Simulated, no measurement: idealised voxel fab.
The process module that follows is named voxel tone inversion.
The width of the displayed cross-section, cut, is 250 nm; its cells are square, with a size of 5 nm.
Just so we're on the same page, the cross-sections are grids of square cells, and they're listed out in bands top to bottom, each band one or more rows deep. It is stipulated that each band's entry specify, in nanometres, the height of the top of the band and then that of its bottom, followed by the materials of the band in left-to-right sequence, each together with its width in nanometres. A single material marked by the word "full width" is understood to fill the band from edge to edge; the word "blank" is understood to denote empty space. Note: height 0 marks the level under which the wafer is uniformly one material as received. Lowest band unbounded below, written "z 0 and below". The two numbers in a width such as "30..40" mark its ends across the band: the first belongs to the top row of cells, the second to the bottom row, and from each row to the next the width moves by the same amount. A step reported as "remained unchanged" is a step in which no cell of the cross-section changed. Empty spaces counting at least 8 cells and having no open way to the top are listed in "Fully sealed voids". The notation width x height at distance is used for each, the distance being from the left edge and all three values in nm. Whatever follows a step's settings on its line is a remark the simulator itself makes about that step. Steps that use a mask can have "overlay nm" on their line. It says how far the mask sat to the right of where it was meant to be. Negative means to the left.
# Steps planned for the process
- 1: RECEIVE (material Si)
- 2: CONFORMAL_DEP (material SiN; thk nm 5)
- 3: DIRECTIONAL_DEP (material polySi; thk nm 25)
- 4: PATTERN (tone cover; mask id POSTS; material resist; width nm 20; pitch nm 35; thk nm 30; overlay nm 0)
- 5: DIRECTIONAL_ETCH (etch materials polySi; depth nm 25)
- 6: STRIP (etch materials resist)
- 7: FILL_DEP (material SiO2; thk nm 5)
- 8: CMP (height nm 30)
- 9: STRIP (etch materials polySi)
# As-received wafer cross-section (after step 1)
* z 0 and below = Si full width
* Fully sealed voids: none
# Here's the wafer cut in cross-section after the module, started and planned just like above, except one thing was done wrong in the run
* z 30 to 5 = 100 SiO2 / 15 blank / 20 SiO2 / 15 blank / 100 SiO2
* z 5 to 0 = SiN full width
* z 0 and below = Si full width
* Fully sealed voids: none
what went wrong: step 4 did not happen as planned, as run it was PATTERN (tone cover; mask id POSTS; material resist; width nm 15; pitch nm 35; thk nm 30; overlay nm 0)
